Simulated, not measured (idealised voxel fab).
process module | voxel capacitor over wiring
cross-section cut | 155 nm wide | cells 5 nm
A cross-section is a grid of square cells, given in bands from the top down. A band is one or more rows of cells.
Each band's line starts with the height of the band's top and of its bottom, in nm. Then come its materials from left to right, each with its width in nm. One material with "throughout" fills the band from edge to edge. "air" is empty space.
Height 0 is the level under which the wafer as received is all one material. The lowest band goes on downwards, as in "0 down".
A width such as "30 to 40" changes by the same amount from each row of cells to the next, from the band's top row to its bottom row.
"no change" after a step means that no cell of the cross-section changed.
closed voids: empty space of 8 cells or more with no open way to the top, each as width x height at its distance from the left edge, in nm
after a step's settings: what the simulator itself notes on the step
overlay nm, on a step with a mask: how far to the right of its planned place the mask lay; to the left if negative
plan
1 op RECEIVE | material Si
2 op CONFORMAL_DEP | material SiO2 | thk nm 15
3 op CONFORMAL_DEP | material SiN | thk nm 5
4 op DIRECTIONAL_DEP | material SiO2 | thk nm 25
5 op PATTERN | tone open | mask id METAL_1 | material resist | width nm 25 | pitch nm 80 | thk nm 15 | overlay nm 0
6 op DIRECTIONAL_ETCH | etch materials SiO2 | depth nm 25
7 op DIRECTIONAL_ETCH | etch materials SiN | depth nm 5
8 op STRIP | etch materials resist
9 op CONFORMAL_DEP | material TiN | thk nm 5
10 op FILL_DEP | material Cu | thk nm 10
11 op CMP | height nm 45
12 op CONFORMAL_DEP | material SiCN | thk nm 5
13 op DIRECTIONAL_DEP | material lowk | thk nm 20
14 op DIRECTIONAL_DEP | material aC | thk nm 10
15 op PATTERN | tone open | mask id PLUG_1 | material resist | width nm 15 | thk nm 30 | overlay nm 0
16 op DIRECTIONAL_ETCH | etch materials aC | depth nm 10
17 op STRIP | etch materials resist
18 op DIRECTIONAL_ETCH | etch materials lowk | depth nm 20
19 op DIRECTIONAL_ETCH | etch materials SiCN | depth nm 5
20 op STRIP | etch materials aC
21 op EPI | material Ru | thk nm 10
22 op EPI | material Ru | thk nm 10
23 op EPI | material Ru | thk nm 5
24 op DIRECTIONAL_DEP | material TiN | thk nm 5
25 op DIRECTIONAL_DEP | material SiN | thk nm 5
26 op DIRECTIONAL_DEP | material TiN | thk nm 10
27 op MASKED_ETCH | tone cover | mask id UPPER_PLATE | width nm 60 | etch materials TiN | depth nm 10 | overlay nm 0
28 op MASKED_ETCH | tone cover | mask id UPPER_PLATE | width nm 60 | etch materials SiN | depth nm 5 | overlay nm 0
29 op MASKED_ETCH | tone cover | mask id LOWER_PLATE | width nm 70 | etch materials TiN | depth nm 5 | overlay nm 0
30 op FILL_DEP | material SiO2 | thk nm 20
31 op CMP | height nm 105
32 op MASKED_ETCH | tone open | mask id PLUG_2 | width nm 15 | etch materials SiO2 | depth nm 15 | overlay nm 0
33 op CONFORMAL_DEP | material TiN | thk nm 5
34 op FILL_DEP | material W | thk nm 5
35 op CMP | height nm 105
36 op CONFORMAL_DEP | material SiN | thk nm 5
as received, after step 1
  0 down: Si throughout
  closed voids: none
first wafer at the end, as planned
  110 to 105: SiN throughout
  105 to 95: SiO2 45 | TiN 5 | W 5 | TiN 5 | SiO2 95
  95 to 90: SiO2 45 | TiN 15 | SiO2 95
  90 to 80: SiO2 35 | TiN 60 | SiO2 60
  80 to 75: SiO2 35 | SiN 60 | SiO2 60
  75 to 70: SiO2 30 | TiN 70 | SiO2 55
  70 to 50: lowk 35 | Ru 15 | lowk 105
  50 to 45: SiCN 35 | Ru 15 | SiCN 105
  45 to 20: SiO2 25 | TiN 5 | Cu 15 | TiN 5 | SiO2 55 | TiN 5 | Cu 15 | TiN 5 | SiO2 25
  20 to 15: SiN 25 | TiN 25 | SiN 55 | TiN 25 | SiN 25
  15 to 0: SiO2 throughout
  0 down: Si throughout
  closed voids: none
second wafer at the end: like start, like plan, one mistake
  110 to 105: SiN throughout
  105 to 95: SiO2 45 | TiN 5 | W 5 | TiN 5 | SiO2 95
  95 to 90: SiO2 45 | TiN 15 | SiO2 95
  90 to 80: SiO2 35 | TiN 60 | SiO2 60
  80 to 75: SiO2 35 | SiN 70 | SiO2 50
  75 to 70: SiO2 30 | TiN 75 | SiO2 50
  70 to 50: lowk 35 | Ru 15 | lowk 105
  50 to 45: SiCN 35 | Ru 15 | SiCN 105
  45 to 20: SiO2 25 | TiN 5 | Cu 15 | TiN 5 | SiO2 55 | TiN 5 | Cu 15 | TiN 5 | SiO2 25
  20 to 15: SiN 25 | TiN 25 | SiN 55 | TiN 25 | SiN 25
  15 to 0: SiO2 throughout
  0 down: Si throughout
  closed voids: none
what went wrong: step 28 ran as: op MASKED_ETCH | tone cover | mask id UPPER_PLATE | width nm 60 | etch materials SiN | depth nm 5 | overlay nm 10
at the end the second wafer has, in cells: 2 more of SiN | 3 fewer of SiO2 | 1 more of TiN
